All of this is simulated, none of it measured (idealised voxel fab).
A process module follows: voxel self aligned contacts.
FYI the section here is cut, 225 nm wide, cells are 5 nm squares.
A cross-section in this document is a grid of square cells, and it is written down as bands, the top band listed before the ones below it; a band is made up of one or more rows of cells. Heads up on the band format: heights come first, top then bottom, in nm. After that it's the materials left to right, each with its width in nm. A single material flagged "everywhere" fills the whole band edge to edge, and "air" means there's empty space there. Height 0 is the level under which the wafer as received is all one material. The lowest band goes on downwards, as in "0 nm and below". The two numbers in a width such as "30 to 40" mark its ends across the band: the first belongs to the top row of cells, the second to the bottom row, and from each row to the next the width moves by the same amount. Step note "nothing different" = no cross-section cell changed. Listed in "Sealed void inventory": every empty space of 8 or more cells without an open way to the top. Form: width x height at distance, the distance being from the left edge, all in nm. Note: text after step settings on the step line = simulator remark on that step. A step's line can hold "overlay nm"; with a mask on that step, the setting says how far right of the planned place the mask lay, while a negative setting says it lay to the left.
# List of planned process steps
1: RECEIVE [material Si]
2: OXIDIZE [depth nm 5]
3: DIRECTIONAL_DEP [material polySi] [thk nm 20]
4: DIRECTIONAL_DEP [material SiN] [thk nm 25]
5: DIRECTIONAL_DEP [material aC] [thk nm 10]
6: PATTERN [tone cover] [mask id GATE] [material resist] [width nm 25] [pitch nm 70] [thk nm 25] [overlay nm 0]
7: DIRECTIONAL_ETCH [etch materials aC] [depth nm 10]
8: STRIP [etch materials resist]
9: DIRECTIONAL_ETCH [etch materials SiN] [depth nm 25]
10: DIRECTIONAL_ETCH [etch materials polySi] [depth nm 20]
11: STRIP [etch materials aC]
12: CONFORMAL_DEP [material SiN] [thk nm 10]
13: DIRECTIONAL_ETCH [etch materials SiN] [depth nm 10]
14: FILL_DEP [material SiO2] [thk nm 15]
15: CMP [height nm 50]
16: DIRECTIONAL_DEP [material aC] [thk nm 10]
17: PATTERN [tone open] [mask id CONTACT] [material resist] [width nm 55] [pitch nm 70] [thk nm 30] [overlay nm 0]
18: DIRECTIONAL_ETCH [etch materials aC] [depth nm 10]
19: STRIP [etch materials resist]
20: DIRECTIONAL_ETCH [etch materials SiO2] [depth nm 55]
21: STRIP [etch materials aC]
22: CONFORMAL_DEP [material TiN] [thk nm 5]
23: FILL_DEP [material Ru] [thk nm 10]
24: CMP [height nm 50]
25: CONFORMAL_DEP [material SiN] [thk nm 5]
# First of the two wafers, run per plan
# Cross-sectional view of the wafer in its as-received condition, corresponding to the state after step 1
	0 nm and below  Si everywhere
	Sealed void inventory: none
# State of the wafer after step 2, shown in cross-section
	0 nm to -5 nm  SiO2 everywhere
	Nothing below the height -5 has changed.
# State of the wafer after step 3, shown in cross-section
	20 nm to 0 nm  polySi everywhere
	Nothing below the height 0 has changed.
# State of the wafer after step 4, shown in cross-section
	45 nm to 20 nm  SiN everywhere
	Nothing below the height 20 has changed.
# State of the wafer after step 5, shown in cross-section
	55 nm to 45 nm  aC everywhere
	Nothing below the height 45 has changed.
# State of the wafer after step 6, shown in cross-section
	80 nm to 55 nm  air (30), resist (25), air (45), resist (25), air (45), resist (25), air (30)
	Nothing below the height 55 has changed.
# State of the wafer after step 7, shown in cross-section
	70 nm to 55 nm  air (30), resist (25), air (45), resist (25), air (45), resist (25), air (30)
	55 nm to 45 nm  air (30), aC (25), air (45), aC (25), air (45), aC (25), air (30)
	Nothing below the height 45 has changed.
# State of the wafer after step 8, shown in cross-section
	55 nm to 45 nm  air (30), aC (25), air (45), aC (25), air (45), aC (25), air (30)
	Nothing below the height 45 has changed.
# State of the wafer after step 9, shown in cross-section
	55 nm to 45 nm  air (30), aC (25), air (45), aC (25), air (45), aC (25), air (30)
	45 nm to 20 nm  air (30), SiN (25), air (45), SiN (25), air (45), SiN (25), air (30)
	Nothing below the height 20 has changed.
# State of the wafer after step 10, shown in cross-section
	55 nm to 45 nm  air (30), aC (25), air (45), aC (25), air (45), aC (25), air (30)
	45 nm to 20 nm  air (30), SiN (25), air (45), SiN (25), air (45), SiN (25), air (30)
	20 nm to 0 nm  air (30), polySi (25), air (45), polySi (25), air (45), polySi (25), air (30)
	Nothing below the height 0 has changed.
# State of the wafer after step 11, shown in cross-section
	45 nm to 20 nm  air (30), SiN (25), air (45), SiN (25), air (45), SiN (25), air (30)
	Nothing below the height 20 has changed.
# State of the wafer after step 12, shown in cross-section
	55 nm to 20 nm  air (20), SiN (45), air (25), SiN (45), air (25), SiN (45), air (20)
	20 nm to 10 nm  air (20), SiN (10), polySi (25), SiN (10), air (25), SiN (10), polySi (25), SiN (10), air (25), SiN (10), polySi (25), SiN (10), air (20)
	10 nm to 0 nm  SiN (30), polySi (25), SiN (45), polySi (25), SiN (45), polySi (25), SiN (30)
	Nothing below the height 0 has changed.
# State of the wafer after step 13, shown in cross-section
	45 nm to 20 nm  air (20), SiN (45), air (25), SiN (45), air (25), SiN (45), air (20)
	20 nm to 0 nm  air (20), SiN (10), polySi (25), SiN (10), air (25), SiN (10), polySi (25), SiN (10), air (25), SiN (10), polySi (25), SiN (10), air (20)
	Nothing below the height 0 has changed.
# State of the wafer after step 14, shown in cross-section
	60 nm to 45 nm  SiO2 everywhere
	45 nm to 20 nm  SiO2 (20), SiN (45), SiO2 (25), SiN (45), SiO2 (25), SiN (45), SiO2 (20)
	20 nm to 0 nm  SiO2 (20), SiN (10), polySi (25), SiN (10), SiO2 (25), SiN (10), polySi (25), SiN (10), SiO2 (25), SiN (10), polySi (25), SiN (10), SiO2 (20)
	Nothing below the height 0 has changed.
# State of the wafer after step 15, shown in cross-section
	50 nm to 45 nm  SiO2 everywhere
	Nothing below the height 45 has changed.
# State of the wafer after step 16, shown in cross-section
	60 nm to 50 nm  aC everywhere
	Nothing below the height 50 has changed.
# State of the wafer after step 17, shown in cross-section
	90 nm to 60 nm  resist (50), air (55), resist (15), air (55), resist (50)
	Nothing below the height 60 has changed.
# State of the wafer after step 18, shown in cross-section
	80 nm to 60 nm  resist (50), air (55), resist (15), air (55), resist (50)
	60 nm to 50 nm  aC (50), air (55), aC (15), air (55), aC (50)
	Nothing below the height 50 has changed.
# State of the wafer after step 19, shown in cross-section
	60 nm to 50 nm  aC (50), air (55), aC (15), air (55), aC (50)
	Nothing below the height 50 has changed.
# State of the wafer after step 20, shown in cross-section
	60 nm to 50 nm  aC (50), air (55), aC (15), air (55), aC (50)
	50 nm to 45 nm  SiO2 (50), air (55), SiO2 (15), air (55), SiO2 (50)
	45 nm to 20 nm  SiO2 (20), SiN (45), air (25), SiN (45), air (25), SiN (45), SiO2 (20)
	20 nm to 0 nm  SiO2 (20), SiN (10), polySi (25), SiN (10), air (25), SiN (10), polySi (25), SiN (10), air (25), SiN (10), polySi (25), SiN (10), SiO2 (20)
	0 nm to -5 nm  SiO2 (65), air (25), SiO2 (45), air (25), SiO2 (65)
	Nothing below the height -5 has changed.
# State of the wafer after step 21, shown in cross-section
	50 nm to 45 nm  SiO2 (50), air (55), SiO2 (15), air (55), SiO2 (50)
	Nothing below the height 45 has changed.
# State of the wafer after step 22, shown in cross-section
	55 nm to 50 nm  TiN (55), air (45), TiN (25), air (45), TiN (55)
	50 nm to 45 nm  SiO2 (50), TiN (20), air (15), TiN (20), SiO2 (15), TiN (20), air (15), TiN (20), SiO2 (50)
	45 nm to 20 nm  SiO2 (20), SiN (45), TiN (5), air (15), TiN (5), SiN (45), TiN (5), air (15), TiN (5), SiN (45), SiO2 (20)
	20 nm to 0 nm  SiO2 (20), SiN (10), polySi (25), SiN (10), TiN (5), air (15), TiN (5), SiN (10), polySi (25), SiN (10), TiN (5), air (15), TiN (5), SiN (10), polySi (25), SiN (10), SiO2 (20)
	0 nm to -5 nm  SiO2 (65), TiN (25), SiO2 (45), TiN (25), SiO2 (65)
	Nothing below the height -5 has changed.
# State of the wafer after step 23, shown in cross-section
	65 nm to 55 nm  Ru everywhere
	55 nm to 50 nm  TiN (55), Ru (45), TiN (25), Ru (45), TiN (55)
	50 nm to 45 nm  SiO2 (50), TiN (20), Ru (15), TiN (20), SiO2 (15), TiN (20), Ru (15), TiN (20), SiO2 (50)
	45 nm to 20 nm  SiO2 (20), SiN (45), TiN (5), Ru (15), TiN (5), SiN (45), TiN (5), Ru (15), TiN (5), SiN (45), SiO2 (20)
	20 nm to 0 nm  SiO2 (20), SiN (10), polySi (25), SiN (10), TiN (5), Ru (15), TiN (5), SiN (10), polySi (25), SiN (10), TiN (5), Ru (15), TiN (5), SiN (10), polySi (25), SiN (10), SiO2 (20)
	Nothing below the height 0 has changed.
# State of the wafer after step 24, shown in cross-section
	50 nm to 45 nm  SiO2 (50), TiN (20), Ru (15), TiN (20), SiO2 (15), TiN (20), Ru (15), TiN (20), SiO2 (50)
	Nothing below the height 45 has changed.
# State of the wafer after step 25, shown in cross-section
	55 nm to 50 nm  SiN everywhere
	Nothing below the height 50 has changed.
# Second wafer. Start and plan as for the first. One mistake made in running. Agrees with the first up to and including step 23
# when step 24 should have ended
	40 nm to 20 nm  SiO2 (20), SiN (45), TiN (5), Ru (15), TiN (5), SiN (45), TiN (5), Ru (15), TiN (5), SiN (45), SiO2 (20)
	Nothing below the height 20 has changed.
# when step 25 should have ended
	45 nm to 40 nm  SiN everywhere
	Nothing below the height 40 has changed.
Where did the run depart from the plan? step 24 did not happen as planned, as run it was CMP [height nm 40]
Upon completion, the second wafer contains, in terms of cells, a greater or smaller amount of certain materials than the first wafer: Ru -12 | SiN -27 | SiO2 -31 | TiN -20
